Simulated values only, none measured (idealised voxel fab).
You're looking at the process module voxel transistor to metal.
Cross-section cut: width 190 nm, square cells of 5 nm.
The cross-sections in this document take the form of a grid made of square cells. They are written out as bands, in order from top to bottom. Each band consists of one or more rows of cells. Band: top and bottom heights (nm) first, top before bottom; then materials from left to right, widths in nm. "throughout" marks a sole material filling the band edge to edge. "blank" denotes empty space. Heights are expressed relative to 0, this being the level below which the as-received wafer comprises one material exclusively. The lowest band is unbounded in the downward direction and is denoted as in "0 down". A width such as "30->40" changes by the same amount from each row of cells to the next, from the band's top row to its bottom row. "nothing was modified" -> step changed no cross-section cell. Voids not open to the top, 8 cells minimum: see "Sealed cavities". Written width x height at distance; distance is from the left edge; nm. Note: text after step settings on the step line = simulator remark on that step. overlay nm, on a step with a mask: how far to the right of its planned place the mask lay; to the left if negative.
-- The following list gives the planned process steps
1) RECEIVE with material Si
2) OXIDIZE with depth nm 5
3) CONFORMAL_DEP with material SiN, thk nm 15
4) PATTERN with tone cover, mask id ACTIVE, material resist, width nm 115, thk nm 20, overlay nm 0
5) DIRECTIONAL_ETCH with etch materials SiN, depth nm 15
6) DIRECTIONAL_ETCH with etch materials SiO2, depth nm 5
7) DIRECTIONAL_ETCH with etch materials Si, depth nm 30
8) STRIP with etch materials resist
9) FILL_DEP with material SiO2, thk nm 10
10) CMP with height nm 15
11) SELECTIVE_ETCH with etch materials SiO2, depth nm 15
12) STRIP with etch materials SiN
13) SELECTIVE_ETCH with etch materials SiO2, depth nm 5
14) OXIDIZE with depth nm 5
15) DIRECTIONAL_DEP with material polySi, thk nm 25
16) DIRECTIONAL_DEP with material SiCN, thk nm 10
17) MASKED_ETCH with tone cover, mask id GATE, width nm 25, etch materials SiCN, depth nm 20, overlay nm 0
18) MASKED_ETCH with tone cover, mask id GATE, width nm 25, etch materials polySi, depth nm 35, overlay nm 0
19) CONFORMAL_DEP with material SiO2, thk nm 5
20) DIRECTIONAL_ETCH with etch materials SiO2, depth nm 5
21) CONFORMAL_DEP with material SiN, thk nm 10
22) DIRECTIONAL_ETCH with etch materials SiN, depth nm 10
23) DIRECTIONAL_ETCH with etch materials SiO2, depth nm 5
24) EPI with material pSi, thk nm 5
25) FILL_DEP with material SiO2, thk nm 10
26) CMP with height nm 20
27) STRIP with etch materials polySi
28) SELECTIVE_ETCH with etch materials SiO2, depth nm 5
29) CONFORMAL_DEP with material HfO2, thk nm 5
30) CONFORMAL_DEP with material TiN, thk nm 5
31) FILL_DEP with material W, thk nm 10
32) CMP with height nm 15
33) DIRECTIONAL_DEP with material SiO2, thk nm 15
34) PATTERN with tone open, mask id CONTACT, material resist, width nm 15, pitch nm 80, thk nm 15, overlay nm 0
35) DIRECTIONAL_ETCH with etch materials SiO2, depth nm 35
36) STRIP with etch materials resist
37) CONFORMAL_DEP with material TiN, thk nm 5
38) FILL_DEP with material Ru, thk nm 10
39) CMP with height nm 30
40) DIRECTIONAL_DEP with material TiN, thk nm 5
41) DIRECTIONAL_DEP with material W, thk nm 15
42) MASKED_ETCH with tone cover, mask id METAL_1, width nm 15, pitch nm 80, etch materials W, depth nm 15, overlay nm 0
43) MASKED_ETCH with tone cover, mask id METAL_1, width nm 15, pitch nm 80, etch materials TiN, depth nm 5, overlay nm 0
44) CONFORMAL_DEP with material SiCN, thk nm 5
45) FILL_DEP with material lowk, thk nm 5
46) CMP with height nm 50
47) CONFORMAL_DEP with material SiCN, thk nm 5
48) DIRECTIONAL_DEP with material SiO2, thk nm 30
49) DIRECTIONAL_DEP with material aC, thk nm 15
50) PATTERN with tone open, mask id METAL_2, material resist, width nm 15, pitch nm 80, thk nm 30, overlay nm 0
51) DIRECTIONAL_ETCH with etch materials aC, depth nm 15
52) STRIP with etch materials resist
53) DIRECTIONAL_ETCH with etch materials SiO2, depth nm 15
54) STRIP with etch materials aC
55) PATTERN with tone open, mask id METAL_2_HOLES, material resist, width nm 15, pitch nm 80, thk nm 15, overlay nm 0
56) DIRECTIONAL_ETCH with etch materials SiO2, depth nm 15
57) DIRECTIONAL_ETCH with etch materials SiCN, depth nm 5
58) STRIP with etch materials resist
59) CONFORMAL_DEP with material TiN, thk nm 5
60) FILL_DEP with material Cu, thk nm 5
61) CMP with height nm 85
62) CONFORMAL_DEP with material SiN, thk nm 5
-- As-received wafer cross-section (after step 1)
    0 down  Si throughout
    Sealed cavities: none
-- The cross-section shown corresponds to the wafer at the conclusion of the module. The initial structure and the process plan are those presented above; however, one mistake occurred in executing the plan
    90 to 85  SiN throughout
    85 to 55  45 nm SiO2, then 5 nm TiN, then 5 nm Cu, then 5 nm TiN, then 65 nm SiO2, then 5 nm TiN, then 5 nm Cu, then 5 nm TiN, then 50 nm SiO2
    55 to 50  45 nm SiCN, then 15 nm TiN, then 65 nm SiCN, then 15 nm TiN, then 50 nm SiCN
    50 to 35  40 nm lowk, then 5 nm SiCN, then 15 nm W, then 5 nm SiCN, then 55 nm lowk, then 5 nm SiCN, then 15 nm W, then 5 nm SiCN, then 45 nm lowk
    35 to 30  45 nm SiCN, then 15 nm TiN, then 65 nm SiCN, then 15 nm TiN, then 50 nm SiCN
    30 to 20  40 nm Ru, then 5 nm TiN, then 15 nm SiO2, then 5 nm TiN, then 55 nm Ru, then 5 nm TiN, then 15 nm SiO2, then 5 nm TiN, then 45 nm Ru
    20 to 15  40 nm Ru, then 5 nm TiN, then 15 nm SiO2, then 65 nm TiN, then 15 nm SiO2, then 5 nm TiN, then 45 nm Ru
    15 to 0  40 nm Ru, then 5 nm TiN, then 15 nm SiO2, then 5 nm TiN, then 10 nm SiN, then 5 nm HfO2, then 5 nm TiN, then 15 nm W, then 5 nm TiN, then 5 nm HfO2, then 10 nm SiN, then 5 nm TiN, then 15 nm SiO2, then 5 nm TiN, then 45 nm Ru
    0 to -5  45 nm TiN, then 15 nm SiO2, then 5 nm TiN, then 10 nm SiN, then 5 nm HfO2, then 25 nm TiN, then 5 nm HfO2, then 10 nm SiN, then 5 nm TiN, then 15 nm SiO2, then 50 nm TiN
    -5 to -10  30 nm SiO2, then 35 nm pSi, then 10 nm SiO2, then 35 nm HfO2, then 10 nm SiO2, then 35 nm pSi, then 35 nm SiO2
    -10 to -35  35 nm SiO2, then 115 nm Si, then 40 nm SiO2
    -35 down  Si throughout
    Sealed cavities: none
Heads up, the wafer didn't run the way we planned it: step 34 was run on a setting that differed from the plan, and what really ran there is PATTERN with tone cover, mask id CONTACT, material resist, width nm 15, pitch nm 80, thk nm 15, overlay nm 0
